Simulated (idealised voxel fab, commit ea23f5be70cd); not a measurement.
The following process module bears the name voxel gate over fins.
In the cross-section labelled cut, the width is 140 nm and each square cell is 5 nm.
Each cross-section below is a grid of square cells, stated as bands in top-down order, with one or more rows of cells making up each band. Band: top and bottom heights (nm) first, top before bottom; then materials from left to right, widths in nm. "all across" marks a sole material filling the band edge to edge. "empty" denotes empty space. Ref level 0: as-received wafer is one material below here. Bottom band extends down with no lower bound ("0 and below"). It should be noted that a width expressed as "30->40" varies in equal increments from row to row of cells within the band, taking the value of the first number at the top row and that of the second number at the bottom row. No cell of the cross-section changed in a step that is given as "no alteration". Closed-off voids of 8+ cells (no open route to the top) go in "Non-vented voids", written width x height at distance from the left edge, in nm. That trailing text on a step's line, after the settings, is the simulator's own remark on the step. The "overlay nm" setting may appear on a step's line; for a step that uses a mask, it gives how far to the right of its planned position the mask lay, and a negative value indicates the left.

Process steps foreseen in the plan
1 RECEIVE, material Si
2 CONFORMAL_DEP, material SiN, thk nm 5
3 PATTERN, tone cover, mask id FINS, material resist, width nm 15, pitch nm 60, thk nm 20, overlay nm 0
4 DIRECTIONAL_ETCH, etch materials SiN, depth nm 5
5 DIRECTIONAL_ETCH, etch materials Si, depth nm 40
6 STRIP, etch materials resist
7 OXIDIZE, depth nm 5
8 FILL_DEP, material SiO2, thk nm 15
9 CMP, height nm 5
10 PATTERN, tone open, mask id RAIL, material resist, width nm 15, thk nm 15, overlay nm 0
11 DIRECTIONAL_ETCH, etch materials SiO2, depth nm 40
12 STRIP, etch materials resist
13 CONFORMAL_DEP, material TiN, thk nm 5
14 FILL_DEP, material W, thk nm 10
15 CMP, height nm 5
16 SELECTIVE_ETCH, etch materials W Ru TiN, depth nm 20
17 FILL_DEP, material SiO2, thk nm 5
18 CMP, height nm 5
19 SELECTIVE_ETCH, etch materials SiO2, depth nm 15
20 STRIP, etch materials SiN
21 CONFORMAL_DEP, material HfO2, thk nm 5
22 CONFORMAL_DEP, material TiN, thk nm 5
23 CONFORMAL_DEP, material TiAl, thk nm 5
24 CONFORMAL_DEP, material TiN, thk nm 5
25 FILL_DEP, material W, thk nm 10
26 CMP, height nm 25
27 CONFORMAL_DEP, material SiCN, thk nm 10

So this is the incoming wafer in cross-section - it's already been through step 1
* 0 and below | Si all across
* Non-vented voids: none

Module complete - cross-section of the first of two wafers, run according to plan
* 35 down to 25 | SiCN all across
* 25 down to 20 | W all across
* 20 down to 15 | W: 15, then TiN: 45, then W: 15, then TiN: 45, then W: 20
* 15 down to 10 | W: 15, then TiN: 5, then TiAl: 35, then TiN: 5, then W: 15, then TiN: 5, then TiAl: 35, then TiN: 5, then W: 20
* 10 down to 5 | TiN: 20, then TiAl: 5, then TiN: 25, then TiAl: 5, then TiN: 25, then TiAl: 5, then TiN: 25, then TiAl: 5, then TiN: 25
* 5 down to 0 | TiAl: 25, then TiN: 5, then HfO2: 15, then TiN: 5, then TiAl: 35, then TiN: 5, then HfO2: 15, then TiN: 5, then TiAl: 30
* 0 down to -5 | TiN: 30, then HfO2: 5, then Si: 5, then HfO2: 5, then TiN: 45, then HfO2: 5, then Si: 5, then HfO2: 5, then TiN: 35
* -5 down to -10 | HfO2: 35, then Si: 5, then HfO2: 55, then Si: 5, then HfO2: 40
* -10 down to -15 | SiO2: 35, then Si: 5, then SiO2: 55, then Si: 5, then SiO2: 40
* -15 down to -30 | SiO2: 35, then Si: 5, then SiO2: 20, then TiN: 5, then W: 5, then TiN: 5, then SiO2: 20, then Si: 5, then SiO2: 40
* -30 down to -35 | SiO2: 35, then Si: 5, then SiO2: 20, then TiN: 15, then SiO2: 20, then Si: 5, then SiO2: 40
* -35 down to -45 | SiO2: 35, then Si: 5, then SiO2: 55, then Si: 5, then SiO2: 40
* -45 and below | Si all across
* Non-vented voids: none

Now the second wafer, cross-sectioned at the end of the module. Nothing different at the start, nothing different in the plan compared with the first, just one mistake when it was actually run
* 35 down to 25 | SiCN all across
* 25 down to 20 | W all across
* 20 down to 15 | W: 15, then TiN: 45, then W: 15, then TiN: 45, then W: 20
* 15 down to 10 | W: 15, then TiN: 5, then TiAl: 35, then TiN: 5, then W: 15, then TiN: 5, then TiAl: 35, then TiN: 5, then W: 20
* 10 down to 5 | TiN: 20, then TiAl: 5, then TiN: 25, then TiAl: 5, then TiN: 25, then TiAl: 5, then TiN: 25, then TiAl: 5, then TiN: 25
* 5 down to 0 | TiAl: 25, then TiN: 5, then HfO2: 15, then TiN: 5, then TiAl: 35, then TiN: 5, then HfO2: 15, then TiN: 5, then TiAl: 30
* 0 down to -5 | TiN: 30, then HfO2: 5, then Si: 5, then HfO2: 5, then TiN: 45, then HfO2: 5, then Si: 5, then HfO2: 5, then TiN: 35
* -5 down to -10 | HfO2: 35, then Si: 5, then HfO2: 25, then TiN: 5, then HfO2: 25, then Si: 5, then HfO2: 40
* -10 down to -15 | SiO2: 35, then Si: 5, then SiO2: 20, then HfO2: 15, then SiO2: 20, then Si: 5, then SiO2: 40
* -15 down to -30 | SiO2: 35, then Si: 5, then SiO2: 20, then TiN: 5, then W: 5, then TiN: 5, then SiO2: 20, then Si: 5, then SiO2: 40
* -30 down to -35 | SiO2: 35, then Si: 5, then SiO2: 20, then TiN: 15, then SiO2: 20, then Si: 5, then SiO2: 40
* -35 down to -45 | SiO2: 35, then Si: 5, then SiO2: 55, then Si: 5, then SiO2: 40
* -45 and below | Si all across
* Non-vented voids: none
Run error: step 17 off recipe, ran as FILL_DEP, material SiN, thk nm 5
The closing comparison, in cells, has the second wafer with more or fewer of some materials than the first: HfO2: 2 more, SiO2: 3 fewer, TiN: 1 more
